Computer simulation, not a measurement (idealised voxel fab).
You're looking at the process module voxel self aligned contacts.
The cross-section on display is named cut; it measures 260 nm wide, and its cells are 5 nm squares.
In what follows, cross-sections appear as grids of square cells, described through bands that run from the top down, where every band is one or more rows of cells. Read a band's entry like this: the first values are the height of its top and the height of its bottom in nm, and what follows is the sequence of materials from left to right, each with its width in nm. Note that "empty" is empty space, and that a single material marked "full width" reaches across the band from edge to edge. Convention: height 0 is the level below which the wafer, as received, is all one material. The lowest band does not terminate at the bottom but continues downward, represented as "0 -> down". You'd read "30 to 40" like this: the band's top row of cells is as wide as the first number, its bottom row is as wide as the second, and going down, every row changes width by the same amount as the row before did. What does "identical to before" mean for a step? It means no cell of the cross-section changed in that step. "Trapped voids" contains a list of empty spaces, each no smaller than 8 cells and without an open way to the top, written in the form width x height at distance with the distance from the left edge and all three in nm. Heads up: the bit after the settings on a step's line is the simulator's remark on that step. overlay nm, on a step with a mask: how far to the right of its planned place the mask lay; to the left if negative.

The planned process steps are enumerated hereunder
1,RECEIVE,material Si
2,CONFORMAL_DEP,material SiO2,thk nm 5
3,DIRECTIONAL_DEP,material polySi,thk nm 30
4,DIRECTIONAL_DEP,material SiN,thk nm 25
5,MASKED_ETCH,tone cover,mask id GATE,width nm 25,pitch nm 60,etch materials SiN,depth nm 25,overlay nm 0
6,MASKED_ETCH,tone cover,mask id GATE,width nm 25,pitch nm 60,etch materials polySi,depth nm 30,overlay nm 0
7,CONFORMAL_DEP,material SiN,thk nm 10
8,DIRECTIONAL_ETCH,etch materials SiN,depth nm 10
9,FILL_DEP,material SiO2,thk nm 15
10,CMP,height nm 65
11,MASKED_ETCH,tone open,mask id CONTACT,width nm 45,pitch nm 60,etch materials SiO2,depth nm 65,overlay nm 0
12,CONFORMAL_DEP,material TiN,thk nm 5
13,FILL_DEP,material W,thk nm 5
14,CMP,height nm 65
15,CONFORMAL_DEP,material SiCN,thk nm 5

The cross-section here shows the wafer as received, i.e. in its state after step 1
* 0 -> down: Si full width
* Trapped voids: none

Cross-section taken at module completion on the first of two wafers; processed per the plan
* 70 -> 65: SiCN full width
* 65 -> 60: SiO2 75, TiN 20, W 5, TiN 20, SiO2 15, TiN 20, W 5, TiN 20, SiO2 80
* 60 -> 35: SiO2 45, SiN 45, TiN 5, W 5, TiN 5, SiN 45, TiN 5, W 5, TiN 5, SiN 45, SiO2 50
* 35 -> 5: SiO2 45, SiN 10, polySi 25, SiN 10, TiN 5, W 5, TiN 5, SiN 10, polySi 25, SiN 10, TiN 5, W 5, TiN 5, SiN 10, polySi 25, SiN 10, SiO2 50
* 5 -> 0: SiO2 90, TiN 15, SiO2 45, TiN 15, SiO2 95
* 0 -> down: Si full width
* Trapped voids: none

Presented here is a cross-section of the second of the two wafers as it stood at the end of the module. It was started in the same manner and assigned the same plan as the first wafer; however, one mistake was made in its execution
* 70 -> 65: SiCN full width
* 65 -> 55: SiO2 75, TiN 5 to 20, W 35 to 5, TiN 5 to 20, SiO2 15, TiN 5 to 20, W 35 to 5, TiN 5 to 20, SiO2 80
* 55 -> 30: SiO2 45, SiN 45, TiN 5, W 5, TiN 5, SiN 45, TiN 5, W 5, TiN 5, SiN 45, SiO2 50
* 30 -> 5: SiO2 45, SiN 10, polySi 25, SiN 10, TiN 5, W 5, TiN 5, SiN 10, polySi 25, SiN 10, TiN 5, W 5, TiN 5, SiN 10, polySi 25, SiN 10, SiO2 50
* 5 -> 0: SiO2 45, SiN 10, polySi 25, SiN 10, TiN 15, SiN 10, polySi 25, SiN 10, TiN 15, SiN 10, polySi 25, SiN 10, SiO2 50
* 0 -> down: Si full width
* Trapped voids: none
what went wrong: step 2 of the plan was bypassed and not carried out
Final tally in cells, some materials are higher or lower on the second wafer than on the first: SiO2 -12 | W +12
